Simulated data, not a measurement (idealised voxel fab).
Herein follows the process module entitled voxel self aligned vias.
Cross-section cut spans 270 nm and uses square cells 5 nm in size.
How to read a cross-section here: the picture is a grid of square cells, written as bands going from the top down, and any band can span one or more rows of cells.
It is stipulated that each band's entry specify, in nanometres, the height of the top of the band and then that of its bottom, followed by the materials of the band in left-to-right sequence, each together with its width in nanometres. A single material marked by the word "everywhere" is understood to fill the band from edge to edge; the word "empty" is understood to denote empty space.
Where do heights start? At 0: under that level the wafer as delivered is made of one material only. And the lowest band has no floor; it just carries on downward, as in "0 and below".
Top row gets the first number, bottom row gets the second, and each row in between changes by the same step: that is how a band width like "30..40" works.
Take "same as before" at face value: in the step it is given for, the cross-section changed in none of its cells.
"Enclosed cavity list" lists enclosed empty spaces (at least 8 cells, no open path upward to the top), each as width x height at distance from the left edge, in nm.
Heads up: the bit after the settings on a step's line is the simulator's remark on that step.
overlay nm: for a step with a mask, the amount by which the mask lay right of where it was planned; a negative amount means left of it.
PROCESS STEPS FORESEEN IN THE PLAN
1. RECEIVE (material Si)
2. CONFORMAL_DEP (material SiO2; thk nm 10)
3. CONFORMAL_DEP (material SiCN; thk nm 5)
4. DIRECTIONAL_DEP (material SiO2; thk nm 20)
5. MASKED_ETCH (tone open; mask id LINES; width nm 30; pitch nm 60; etch materials SiO2; depth nm 20; overlay nm 0)
6. CONFORMAL_DEP (material TiN; thk nm 5)
7. FILL_DEP (material Ru; thk nm 10)
8. CMP (height nm 35)
9. SELECTIVE_ETCH (etch materials W Ru TiN; depth nm 10)
10. FILL_DEP (material SiN; thk nm 10)
11. CMP (height nm 35)
12. DIRECTIONAL_DEP (material SiO2; thk nm 15)
13. MASKED_ETCH (tone open; mask id VIAS; width nm 40; etch materials SiO2; depth nm 15; overlay nm 0)
14. MASKED_ETCH (tone open; mask id VIAS; width nm 40; etch materials SiN; depth nm 10; overlay nm 0)
15. CONFORMAL_DEP (material TiN; thk nm 5)
16. FILL_DEP (material Ru; thk nm 10)
17. CMP (height nm 50)
18. CONFORMAL_DEP (material SiN; thk nm 5)
THE FIRST OF THE TWO WAFERS, WHICH RAN AS PLANNED
CROSS-SECTION, INCOMING MATERIAL, AFTER STEP 1
* 0 and below = Si everywhere
* Enclosed cavity list: none
STEP 2 COMPLETE: CROSS-SECTION THROUGH THE WAFER
* 10 down to 0 = SiO2 everywhere
* Note: structure below 0 unchanged.
STEP 3 COMPLETE: CROSS-SECTION THROUGH THE WAFER
* 15 down to 10 = SiCN everywhere
* Note: structure below 10 unchanged.
STEP 4 COMPLETE: CROSS-SECTION THROUGH THE WAFER
* 35 down to 15 = SiO2 everywhere
* Note: structure below 15 unchanged.
STEP 5 COMPLETE: CROSS-SECTION THROUGH THE WAFER
* 35 down to 15 = SiO2 90  empty 30  SiO2 30  empty 30  SiO2 90
* Note: structure below 15 unchanged.
STEP 6 COMPLETE: CROSS-SECTION THROUGH THE WAFER
* 40 down to 35 = TiN 95  empty 20  TiN 40  empty 20  TiN 95
* 35 down to 20 = SiO2 90  TiN 5  empty 20  TiN 5  SiO2 30  TiN 5  empty 20  TiN 5  SiO2 90
* 20 down to 15 = SiO2 90  TiN 30  SiO2 30  TiN 30  SiO2 90
* Note: structure below 15 unchanged.
STEP 7 COMPLETE: CROSS-SECTION THROUGH THE WAFER
* 50 down to 40 = Ru everywhere
* 40 down to 35 = TiN 95  Ru 20  TiN 40  Ru 20  TiN 95
* 35 down to 20 = SiO2 90  TiN 5  Ru 20  TiN 5  SiO2 30  TiN 5  Ru 20  TiN 5  SiO2 90
* Note: structure below 20 unchanged.
STEP 8 COMPLETE: CROSS-SECTION THROUGH THE WAFER
* 35 down to 20 = SiO2 90  TiN 5  Ru 20  TiN 5  SiO2 30  TiN 5  Ru 20  TiN 5  SiO2 90
* Note: structure below 20 unchanged.
STEP 9 COMPLETE: CROSS-SECTION THROUGH THE WAFER
* 35 down to 25 = SiO2 90  empty 30  SiO2 30  empty 30  SiO2 90
* Note: structure below 25 unchanged.
STEP 10 COMPLETE: CROSS-SECTION THROUGH THE WAFER
* 45 down to 35 = SiN everywhere
* 35 down to 25 = SiO2 90  SiN 30  SiO2 30  SiN 30  SiO2 90
* Note: structure below 25 unchanged.
STEP 11 COMPLETE: CROSS-SECTION THROUGH THE WAFER
* 35 down to 25 = SiO2 90  SiN 30  SiO2 30  SiN 30  SiO2 90
* Note: structure below 25 unchanged.
STEP 12 COMPLETE: CROSS-SECTION THROUGH THE WAFER
* 50 down to 35 = SiO2 everywhere
* Note: structure below 35 unchanged.
STEP 13 COMPLETE: CROSS-SECTION THROUGH THE WAFER
* 50 down to 35 = SiO2 85  empty 40  SiO2 145
* Note: structure below 35 unchanged.
STEP 14 COMPLETE: CROSS-SECTION THROUGH THE WAFER
* 50 down to 35 = SiO2 85  empty 40  SiO2 145
* 35 down to 25 = SiO2 90  empty 30  SiO2 30  SiN 30  SiO2 90
* Note: structure below 25 unchanged.
STEP 15 COMPLETE: CROSS-SECTION THROUGH THE WAFER
* 55 down to 50 = TiN 90  empty 30  TiN 150
* 50 down to 40 = SiO2 85  TiN 5  empty 30  TiN 5  SiO2 145
* 40 down to 35 = SiO2 85  TiN 10  empty 20  TiN 10  SiO2 145
* 35 down to 30 = SiO2 90  TiN 5  empty 20  TiN 5  SiO2 30  SiN 30  SiO2 90
* 30 down to 25 = SiO2 90  TiN 30  SiO2 30  SiN 30  SiO2 90
* Note: structure below 25 unchanged.
STEP 16 COMPLETE: CROSS-SECTION THROUGH THE WAFER
* 65 down to 55 = Ru everywhere
* 55 down to 50 = TiN 90  Ru 30  TiN 150
* 50 down to 40 = SiO2 85  TiN 5  Ru 30  TiN 5  SiO2 145
* 40 down to 35 = SiO2 85  TiN 10  Ru 20  TiN 10  SiO2 145
* 35 down to 30 = SiO2 90  TiN 5  Ru 20  TiN 5  SiO2 30  SiN 30  SiO2 90
* Note: structure below 30 unchanged.
STEP 17 COMPLETE: CROSS-SECTION THROUGH THE WAFER
* 50 down to 40 = SiO2 85  TiN 5  Ru 30  TiN 5  SiO2 145
* Note: structure below 40 unchanged.
STEP 18 COMPLETE: CROSS-SECTION THROUGH THE WAFER
* 55 down to 50 = SiN everywhere
* Note: structure below 50 unchanged.
THE SECOND WAFER: COMMON ORIGIN AND PLAN, ONE MISTAKE IN EXECUTION, IDENTICAL TO THE FIRST THROUGH STEP 15
LOOK AT THE SECOND WAFER IN CROSS-SECTION AT THE TIME STEP 16 OUGHT TO HAVE FINISHED
* 65 down to 55 = SiN everywhere
* 55 down to 50 = TiN 90  SiN 30  TiN 150
* 50 down to 40 = SiO2 85  TiN 5  SiN 30  TiN 5  SiO2 145
* 40 down to 35 = SiO2 85  TiN 10  SiN 20  TiN 10  SiO2 145
* 35 down to 30 = SiO2 90  TiN 5  SiN 20  TiN 5  SiO2 30  SiN 30  SiO2 90
* Note: structure below 30 unchanged.
LOOK AT THE SECOND WAFER IN CROSS-SECTION AT THE TIME STEP 17 OUGHT TO HAVE FINISHED
* 50 down to 40 = SiO2 85  TiN 5  SiN 30  TiN 5  SiO2 145
* Note: structure below 40 unchanged.
LOOK AT THE SECOND WAFER IN CROSS-SECTION AT THE TIME STEP 18 OUGHT TO HAVE FINISHED
* 55 down to 50 = SiN everywhere
* Note: structure below 50 unchanged.
Deviation noted in wafer processing: step 16 ran as: FILL_DEP (material SiN; thk nm 10)
Once processing is complete, comparing cell counts shows that the second wafer has more or fewer of certain materials than the first: Ru -20; SiN +20
